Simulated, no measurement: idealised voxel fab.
process module | voxel lift off
cross-section cut | 215 nm wide | cells 5 nm
A cross-section is a grid of square cells, given in bands from the top down. A band is one or more rows of cells.
Each band's line starts with the height of the band's top and of its bottom, in nm. Then come its materials from left to right, each with its width in nm. One material with "throughout" fills the band from edge to edge. "air" is empty space.
Height 0 is the level under which the wafer as received is all one material. The lowest band goes on downwards, as in "0 down".
A width such as "30 to 40" changes by the same amount from each row of cells to the next, from the band's top row to its bottom row.
"no change" after a step means that no cell of the cross-section changed.
closed voids: empty space of 8 cells or more with no open way to the top, each as width x height at its distance from the left edge, in nm
after a step's settings: what the simulator itself notes on the step
overlay nm, on a step with a mask: how far to the right of its planned place the mask lay; to the left if negative
plan
1 op RECEIVE | material Si
2 op CONFORMAL_DEP | material Al2O3 | thk nm 5
3 op PATTERN | tone open | mask id LINES | material resist | width nm 25 | pitch nm 40 | thk nm 20 | overlay nm 0
4 op DIRECTIONAL_DEP | material Ru | thk nm 10
5 op STRIP | etch materials resist
6 op CONFORMAL_DEP | material SiCN | thk nm 5
as received, after step 1
  0 down: Si throughout
  closed voids: none
first wafer at the end, as planned
  20 to 15: air 30 | SiCN 35 | air 5 | SiCN 35 | air 5 | SiCN 35 | air 5 | SiCN 35 | air 30
  15 to 10: air 30 | SiCN 5 | Ru 25 | SiCN 5 | air 5 | SiCN 5 | Ru 25 | SiCN 5 | air 5 | SiCN 5 | Ru 25 | SiCN 5 | air 5 | SiCN 5 | Ru 25 | SiCN 5 | air 30
  10 to 5: SiCN 35 | Ru 25 | SiCN 15 | Ru 25 | SiCN 15 | Ru 25 | SiCN 15 | Ru 25 | SiCN 35
  5 to 0: Al2O3 throughout
  0 down: Si throughout
  closed voids: none
second wafer at the end: like start, like plan, one mistake
  25 to 20: air 30 | SiCN 35 | air 5 | SiCN 35 | air 5 | SiCN 35 | air 5 | SiCN 35 | air 30
  20 to 10: air 30 | SiCN 5 | Ru 25 | SiCN 5 | air 5 | SiCN 5 | Ru 25 | SiCN 5 | air 5 | SiCN 5 | Ru 25 | SiCN 5 | air 5 | SiCN 5 | Ru 25 | SiCN 5 | air 30
  10 to 5: SiCN 35 | Ru 25 | SiCN 15 | Ru 25 | SiCN 15 | Ru 25 | SiCN 15 | Ru 25 | SiCN 35
  5 to 0: Al2O3 throughout
  0 down: Si throughout
  closed voids: none
what went wrong: step 4 ran as: op DIRECTIONAL_DEP | material Ru | thk nm 15
at the end the second wafer has, in cells: 20 more of Ru | 8 more of SiCN
